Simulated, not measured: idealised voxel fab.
The following is a process module called voxel gate over fins.
Shown is cross-section cut, with a width of 285 nm and square cells of size 5 nm.
In what follows, cross-sections appear as grids of square cells, described through bands that run from the top down, where every band is one or more rows of cells.
The band entry comprises the height of the band's top followed by the height of its bottom, expressed in nm, and subsequently the band's materials from left to right, each stated together with its width in nm. Where a single material is marked with the word "full width", that material fills the band from edge to edge. The word "air" represents empty space.
Height 0 is the level under which the wafer as received is all one material. The lowest band goes on downwards, as in "0 and below".
It should be noted that a width expressed as "30->40" varies in equal increments from row to row of cells within the band, taking the value of the first number at the top row and that of the second number at the bottom row.
You'll sometimes find "same as before" written for a step, and that's the way of saying that nowhere in the cross-section did a cell change during that step.
"Non-vented voids" specifies each empty space that is not open to the top and that occupies no fewer than 8 cells, using the form width x height at distance, the distance measured from the left edge and all three quantities in nm.
That trailing text on a step's line, after the settings, is the simulator's own remark on the step.
"overlay nm" on a masked step: distance the mask lay right of its planned place, negative for left.

The process steps that were planned are listed below:
- 1: RECEIVE, material Si
- 2: CONFORMAL_DEP, material SiN, thk nm 10
- 3: MASKED_ETCH, tone cover, mask id FINS, width nm 15, pitch nm 35, etch materials SiN, depth nm 10, overlay nm 0
- 4: MASKED_ETCH, tone cover, mask id FINS, width nm 15, pitch nm 35, etch materials Si, depth nm 30, overlay nm 0
- 5: OXIDIZE, depth nm 5
- 6: FILL_DEP, material SiO2, thk nm 15
- 7: CMP, height nm 10
- 8: SELECTIVE_ETCH, etch materials SiO2, depth nm 25
- 9: STRIP, etch materials SiN
- 10: CONFORMAL_DEP, material HfO2, thk nm 5
- 11: CONFORMAL_DEP, material TiN, thk nm 5
- 12: CONFORMAL_DEP, material TiAl, thk nm 5
- 13: CONFORMAL_DEP, material TiN, thk nm 5
- 14: FILL_DEP, material W, thk nm 10
- 15: CMP, height nm 25
- 16: CONFORMAL_DEP, material SiN, thk nm 5

As received, after step 1:
* 0 and below = Si full width
* Non-vented voids: none

End-of-module cross-section of the first of two wafers, processed as planned:
* 30 down to 25 = SiN full width
* 25 down to 20 = W full width
* 20 down to 15 = W 100 nm / TiN 80 nm / W 105 nm
* 15 down to 10 = W 100 nm / TiN 5 nm / TiAl 70 nm / TiN 5 nm / W 105 nm
* 10 down to 5 = W 100 nm / TiN 5 nm / TiAl 5 nm / TiN 25 nm / TiAl 10 nm / TiN 25 nm / TiAl 5 nm / TiN 5 nm / W 105 nm
* 5 down to 0 = TiN 105 nm / TiAl 5 nm / TiN 5 nm / HfO2 15 nm / TiN 5 nm / TiAl 10 nm / TiN 5 nm / HfO2 15 nm / TiN 5 nm / TiAl 5 nm / TiN 110 nm
* 0 down to -5 = TiAl 110 nm / TiN 5 nm / HfO2 5 nm / Si 5 nm / HfO2 5 nm / TiN 5 nm / TiAl 10 nm / TiN 5 nm / HfO2 5 nm / Si 5 nm / HfO2 5 nm / TiN 5 nm / TiAl 115 nm
* -5 down to -10 = TiN 115 nm / HfO2 5 nm / Si 5 nm / HfO2 5 nm / TiN 20 nm / HfO2 5 nm / Si 5 nm / HfO2 5 nm / TiN 120 nm
* -10 down to -15 = HfO2 120 nm / Si 5 nm / HfO2 30 nm / Si 5 nm / HfO2 125 nm
* -15 down to -35 = SiO2 120 nm / Si 5 nm / SiO2 30 nm / Si 5 nm / SiO2 125 nm
* -35 and below = Si full width
* Non-vented voids: none

End of module, second wafer, cross-section. Started like the first, planned like the first, run with one mistake:
* 30 down to 25 = SiN full width
* 25 down to 20 = TiAl full width
* 20 down to 15 = TiN full width
* 15 down to 10 = HfO2 120 nm / TiN 5 nm / HfO2 30 nm / TiN 5 nm / HfO2 125 nm
* 10 down to 5 = W 115 nm / HfO2 5 nm / TiN 5 nm / HfO2 5 nm / W 20 nm / HfO2 5 nm / TiN 5 nm / HfO2 5 nm / W 120 nm
* 5 down to 0 = W 115 nm / HfO2 15 nm / W 20 nm / HfO2 15 nm / W 120 nm
* 0 down to -30 = W 115 nm / SiO2 5 nm / Si 5 nm / SiO2 5 nm / W 20 nm / SiO2 5 nm / Si 5 nm / SiO2 5 nm / W 120 nm
* -30 down to -35 = SiO2 120 nm / Si 5 nm / SiO2 30 nm / Si 5 nm / SiO2 125 nm
* -35 and below = Si full width
* Non-vented voids: none
What was the processing mistake? step 6 deviated from plan and actually ran as FILL_DEP, material W, thk nm 15
End check, counted in cells, second wafer has more or fewer of these materials than the first: HfO2: 4 fewer; SiO2: 141 fewer; TiAl: 12 fewer; TiN: 71 fewer; W: 228 more
